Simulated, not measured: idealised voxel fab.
Proc. module: voxel released beams
Cross-sectional view cut (width: 300 nm; square cell size: 5 nm).
Reading order for cross-sections: top band down to bottom band. Underlying form: a grid of square cells. Band size: one or more rows of cells.
Look at the band entry: it leads with the top's height and the bottom's height in nm. Then it lists the materials left to right, with a width in nm for each. The word "edge to edge" on a single material says that material fills the band edge to edge. The word "air" is empty space.
Ref level 0: as-received wafer is one material below here. Bottom band extends down with no lower bound ("0..down").
Per-row width for "30..40": begins at first number (top row of band), ends at second number (bottom row), increment between rows held constant.
"remained the same" (step): cross-section cells unchanged, all of them.
What "Closed void table" gives you is every empty space of 8 cells or more that is cut off from the top. Each appears as width x height at distance, with the distance taken from the left edge and width, height and distance all in nm.
Formally, on a step line, whatever follows the settings is a remark that the simulator itself makes on the step.
overlay nm: how far to the right of its planned place the mask lay on this masked step (negative: to the left).

-- Steps planned for the process
| 1 | RECEIVE, material Si |
| 2 | CONFORMAL_DEP, material SiN, thk nm 5 |
| 3 | DIRECTIONAL_DEP, material SiO2, thk nm 15 |
| 4 | DIRECTIONAL_DEP, material aC, thk nm 10 |
| 5 | PATTERN, tone open, mask id ANCHOR, material resist, width nm 30, thk nm 30, overlay nm 0 |
| 6 | DIRECTIONAL_ETCH, etch materials aC, depth nm 10 |
| 7 | STRIP, etch materials resist |
| 8 | DIRECTIONAL_ETCH, etch materials SiO2, depth nm 15 |
| 9 | STRIP, etch materials aC |
| 10 | CONFORMAL_DEP, material polySi, thk nm 10 |
| 11 | PATTERN, tone cover, mask id BEAM, material resist, width nm 105, thk nm 15, overlay nm 0 |
| 12 | DIRECTIONAL_ETCH, etch materials polySi, depth nm 10 |
| 13 | STRIP, etch materials resist |
| 14 | STRIP, etch materials SiO2 |

-- The first of the two wafers, which ran as planned

-- Shown in cross-section is the wafer as received, that is, as it stands after step 1
0..down: Si edge to edge
Closed void table: none

-- Step 2 done - wafer cross-section
5..0: SiN edge to edge
For the remainder of the cross-section, below 0, there is no change.

-- Step 3 done - wafer cross-section
20..5: SiO2 edge to edge
For the remainder of the cross-section, below 5, there is no change.

-- Step 4 done - wafer cross-section
30..20: aC edge to edge
For the remainder of the cross-section, below 20, there is no change.

-- Step 5 done - wafer cross-section
60..30: 100 of resist / 30 of air / 170 of resist
For the remainder of the cross-section, below 30, there is no change.

-- Step 6 done - wafer cross-section
50..30: 100 of resist / 30 of air / 170 of resist
30..20: 100 of aC / 30 of air / 170 of aC
For the remainder of the cross-section, below 20, there is no change.

-- Step 7 done - wafer cross-section
30..20: 100 of aC / 30 of air / 170 of aC
For the remainder of the cross-section, below 20, there is no change.

-- Step 8 done - wafer cross-section
30..20: 100 of aC / 30 of air / 170 of aC
20..5: 100 of SiO2 / 30 of air / 170 of SiO2
For the remainder of the cross-section, below 5, there is no change.

-- Step 9 done - wafer cross-section
20..5: 100 of SiO2 / 30 of air / 170 of SiO2
For the remainder of the cross-section, below 5, there is no change.

-- Step 10 done - wafer cross-section
30..20: 110 of polySi / 10 of air / 180 of polySi
20..15: 100 of SiO2 / 10 of polySi / 10 of air / 10 of polySi / 170 of SiO2
15..5: 100 of SiO2 / 30 of polySi / 170 of SiO2
For the remainder of the cross-section, below 5, there is no change.

-- Step 11 done - wafer cross-section
45..30: 95 of air / 105 of resist / 100 of air
30..20: 110 of polySi / 10 of resist / 180 of polySi
20..15: 100 of SiO2 / 10 of polySi / 10 of resist / 10 of polySi / 170 of SiO2
For the remainder of the cross-section, below 15, there is no change.

-- Step 12 done - wafer cross-section
45..30: 95 of air / 105 of resist / 100 of air
30..20: 95 of air / 15 of polySi / 10 of resist / 80 of polySi / 100 of air
For the remainder of the cross-section, below 20, there is no change.

-- Step 13 done - wafer cross-section
30..20: 95 of air / 15 of polySi / 10 of air / 80 of polySi / 100 of air
20..15: 100 of SiO2 / 10 of polySi / 10 of air / 10 of polySi / 170 of SiO2
For the remainder of the cross-section, below 15, there is no change.

-- Step 14 done - wafer cross-section
30..20: 95 of air / 15 of polySi / 10 of air / 80 of polySi / 100 of air
20..15: 100 of air / 10 of polySi / 10 of air / 10 of polySi / 170 of air
15..5: 100 of air / 30 of polySi / 170 of air
For the remainder of the cross-section, below 5, there is no change.

-- Second wafer: same start and same plan as the first, one execution error; identical to the first through step 4

-- Cross-section, second wafer, at the end time the plan gives for step 5
60..30: 105 of resist / 25 of air / 170 of resist
For the remainder of the cross-section, below 30, there is no change.

-- Cross-section, second wafer, at the end time the plan gives for step 6
50..30: 105 of resist / 25 of air / 170 of resist
30..20: 105 of aC / 25 of air / 170 of aC
For the remainder of the cross-section, below 20, there is no change.

-- Cross-section, second wafer, at the end time the plan gives for step 7
30..20: 105 of aC / 25 of air / 170 of aC
For the remainder of the cross-section, below 20, there is no change.

-- Cross-section, second wafer, at the end time the plan gives for step 8
30..20: 105 of aC / 25 of air / 170 of aC
20..5: 105 of SiO2 / 25 of air / 170 of SiO2
For the remainder of the cross-section, below 5, there is no change.

-- Cross-section, second wafer, at the end time the plan gives for step 9
20..5: 105 of SiO2 / 25 of air / 170 of SiO2
For the remainder of the cross-section, below 5, there is no change.

-- Cross-section, second wafer, at the end time the plan gives for step 10
30..20: 115 of polySi / 5 of air / 180 of polySi
20..15: 105 of SiO2 / 10 of polySi / 5 of air / 10 of polySi / 170 of SiO2
15..5: 105 of SiO2 / 25 of polySi / 170 of SiO2
For the remainder of the cross-section, below 5, there is no change.

-- Cross-section, second wafer, at the end time the plan gives for step 11
45..30: 95 of air / 105 of resist / 100 of air
30..20: 115 of polySi / 5 of resist / 180 of polySi
20..15: 105 of SiO2 / 10 of polySi / 5 of resist / 10 of polySi / 170 of SiO2
For the remainder of the cross-section, below 15, there is no change.

-- Cross-section, second wafer, at the end time the plan gives for step 12
45..30: 95 of air / 105 of resist / 100 of air
30..20: 95 of air / 20 of polySi / 5 of resist / 80 of polySi / 100 of air
For the remainder of the cross-section, below 20, there is no change.

-- Cross-section, second wafer, at the end time the plan gives for step 13
30..20: 95 of air / 20 of polySi / 5 of air / 80 of polySi / 100 of air
20..15: 105 of SiO2 / 10 of polySi / 5 of air / 10 of polySi / 170 of SiO2
For the remainder of the cross-section, below 15, there is no change.

-- Cross-section, second wafer, at the end time the plan gives for step 14
30..20: 95 of air / 20 of polySi / 5 of air / 80 of polySi / 100 of air
20..15: 105 of air / 10 of polySi / 5 of air / 10 of polySi / 170 of air
15..5: 105 of air / 25 of polySi / 170 of air
For the remainder of the cross-section, below 5, there is no change.
Plan not followed: step 5 ran with different settings than intended, the actual operation and settings being PATTERN, tone open, mask id ANCHOR, material resist, width nm 25, thk nm 30, overlay nm 0
Upon completion, the cell count for each material on the second wafer equals that on the first, whereas the spatial distribution of those cells differs.
